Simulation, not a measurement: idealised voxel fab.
Documented hereafter: the process module known as voxel wiring stack.
The cross-section on display is named cut; it measures 250 nm wide, and its cells are 5 nm squares.
Cross-sections here: square-cell grids, written as top-down lists of bands, a band being one or more rows of cells.
Read a band's entry like this: the first values are the height of its top and the height of its bottom in nm, and what follows is the sequence of materials from left to right, each with its width in nm. Note that "blank" is empty space, and that a single material marked "throughout" reaches across the band from edge to edge.
Convention: height 0 is the level below which the wafer, as received, is all one material. The lowest band does not terminate at the bottom but continues downward, represented as "0 and below".
A width such as "30 to 40" changes by the same amount from each row of cells to the next, from the band's top row to its bottom row.
Step marked "identical to before"? Then no cell in the cross-section changed in it.
Each empty space that has no open way to the top and spans at least 8 cells appears under "Enclosed internal voids" as width x height at distance, the distance counted from the left edge, all in nm.
Whatever follows a step's settings on its line is a remark the simulator itself makes about that step.
Each step line may optionally specify "overlay nm", which for a step with a mask gives the rightward distance between the mask's planned place and where it lay, a negative value indicating the leftward direction.

**The steps planned for the process are as follows**
step 1: RECEIVE,material Si
step 2: CONFORMAL_DEP,material SiO2,thk nm 15
step 3: CONFORMAL_DEP,material SiN,thk nm 5
step 4: DIRECTIONAL_DEP,material lowk,thk nm 20
step 5: MASKED_ETCH,tone open,mask id METAL_1,width nm 30,pitch nm 60,etch materials lowk,depth nm 20,overlay nm 0
step 6: MASKED_ETCH,tone open,mask id METAL_1,width nm 30,pitch nm 60,etch materials SiN,depth nm 5,overlay nm 0
step 7: CONFORMAL_DEP,material TiN,thk nm 5
step 8: FILL_DEP,material Cu,thk nm 10
step 9: CMP,height nm 40
step 10: CONFORMAL_DEP,material SiCN,thk nm 5
step 11: DIRECTIONAL_DEP,material lowk,thk nm 20
step 12: PATTERN,tone open,mask id PLUG_1,material resist,width nm 15,pitch nm 60,thk nm 15,overlay nm 0
step 13: DIRECTIONAL_ETCH,etch materials lowk,depth nm 20
step 14: DIRECTIONAL_ETCH,etch materials SiCN,depth nm 5
step 15: STRIP,etch materials resist
step 16: CONFORMAL_DEP,material TiN,thk nm 5
step 17: FILL_DEP,material Ru,thk nm 5
step 18: CMP,height nm 65
step 19: CONFORMAL_DEP,material SiN,thk nm 5
step 20: DIRECTIONAL_DEP,material SiO2,thk nm 15
step 21: DIRECTIONAL_DEP,material aC,thk nm 15
step 22: PATTERN,tone open,mask id METAL_2,material resist,width nm 30,pitch nm 60,thk nm 35,overlay nm 0
step 23: DIRECTIONAL_ETCH,etch materials aC,depth nm 15
step 24: STRIP,etch materials resist
step 25: DIRECTIONAL_ETCH,etch materials SiO2,depth nm 15
step 26: DIRECTIONAL_ETCH,etch materials SiN,depth nm 5
step 27: STRIP,etch materials aC
step 28: CONFORMAL_DEP,material TiN,thk nm 5
step 29: FILL_DEP,material Cu,thk nm 5
step 30: CMP,height nm 85
step 31: CONFORMAL_DEP,material SiN,thk nm 5

**as received, after step 1**
> 0 and below | Si throughout
> Enclosed internal voids: none

**Run as planned - first of the two wafers cross-sectioned at the end of the module**
> 90 down to 85 | SiN throughout
> 85 down to 70 | SiO2 50 nm, then TiN 5 nm, then Cu 20 nm, then TiN 5 nm, then SiO2 30 nm, then TiN 5 nm, then Cu 20 nm, then TiN 5 nm, then SiO2 30 nm, then TiN 5 nm, then Cu 20 nm, then TiN 5 nm, then SiO2 50 nm
> 70 down to 65 | SiN 50 nm, then TiN 30 nm, then SiN 30 nm, then TiN 30 nm, then SiN 30 nm, then TiN 30 nm, then SiN 50 nm
> 65 down to 45 | lowk 50 nm, then TiN 5 nm, then Ru 5 nm, then TiN 5 nm, then lowk 45 nm, then TiN 5 nm, then Ru 5 nm, then TiN 5 nm, then lowk 45 nm, then TiN 5 nm, then Ru 5 nm, then TiN 5 nm, then lowk 65 nm
> 45 down to 40 | SiCN 50 nm, then TiN 15 nm, then SiCN 45 nm, then TiN 15 nm, then SiCN 45 nm, then TiN 15 nm, then SiCN 65 nm
> 40 down to 20 | lowk 50 nm, then TiN 5 nm, then Cu 20 nm, then TiN 5 nm, then lowk 30 nm, then TiN 5 nm, then Cu 20 nm, then TiN 5 nm, then lowk 30 nm, then TiN 5 nm, then Cu 20 nm, then TiN 5 nm, then lowk 50 nm
> 20 down to 15 | SiN 50 nm, then TiN 30 nm, then SiN 30 nm, then TiN 30 nm, then SiN 30 nm, then TiN 30 nm, then SiN 50 nm
> 15 down to 0 | SiO2 throughout
> 0 and below | Si throughout
> Enclosed internal voids: none

**Here's the second of our two wafers sectioned at module end. Same start as the first, same plan, but one mistake got made running it**
> 90 down to 85 | SiN throughout
> 85 down to 70 | SiO2 50 nm, then TiN 5 nm, then Cu 20 nm, then TiN 5 nm, then SiO2 30 nm, then TiN 5 nm, then Cu 20 nm, then TiN 5 nm, then SiO2 30 nm, then TiN 5 nm, then Cu 20 nm, then TiN 5 nm, then SiO2 50 nm
> 70 down to 65 | SiN 50 nm, then TiN 30 nm, then SiN 30 nm, then TiN 30 nm, then SiN 30 nm, then TiN 30 nm, then SiN 50 nm
> 65 down to 45 | lowk 50 nm, then TiN 5 nm, then Ru 5 nm, then TiN 5 nm, then lowk 45 nm, then TiN 5 nm, then Ru 5 nm, then TiN 5 nm, then lowk 45 nm, then TiN 5 nm, then Ru 5 nm, then TiN 5 nm, then lowk 65 nm
> 45 down to 40 | SiCN 50 nm, then TiN 15 nm, then SiCN 45 nm, then TiN 15 nm, then SiCN 45 nm, then TiN 15 nm, then SiCN 65 nm
> 40 down to 20 | lowk 55 nm, then TiN 5 nm, then Cu 10 nm, then TiN 5 nm, then lowk 40 nm, then TiN 5 nm, then Cu 10 nm, then TiN 5 nm, then lowk 40 nm, then TiN 5 nm, then Cu 10 nm, then TiN 5 nm, then lowk 55 nm
> 20 down to 15 | SiN 55 nm, then TiN 20 nm, then SiN 40 nm, then TiN 20 nm, then SiN 40 nm, then TiN 20 nm, then SiN 55 nm
> 15 down to 0 | SiO2 throughout
> 0 and below | Si throughout
> Enclosed internal voids: none
What went wrong in running the wafer? step 5 did not use the planned setting and instead ran as MASKED_ETCH,tone open,mask id METAL_1,width nm 20,pitch nm 60,etch materials lowk,depth nm 20,overlay nm 0
Upon completion, the second wafer contains, in terms of cells, a greater or smaller amount of certain materials than the first wafer: 24 fewer of Cu, 6 more of SiN, 6 fewer of TiN, 24 more of lowk
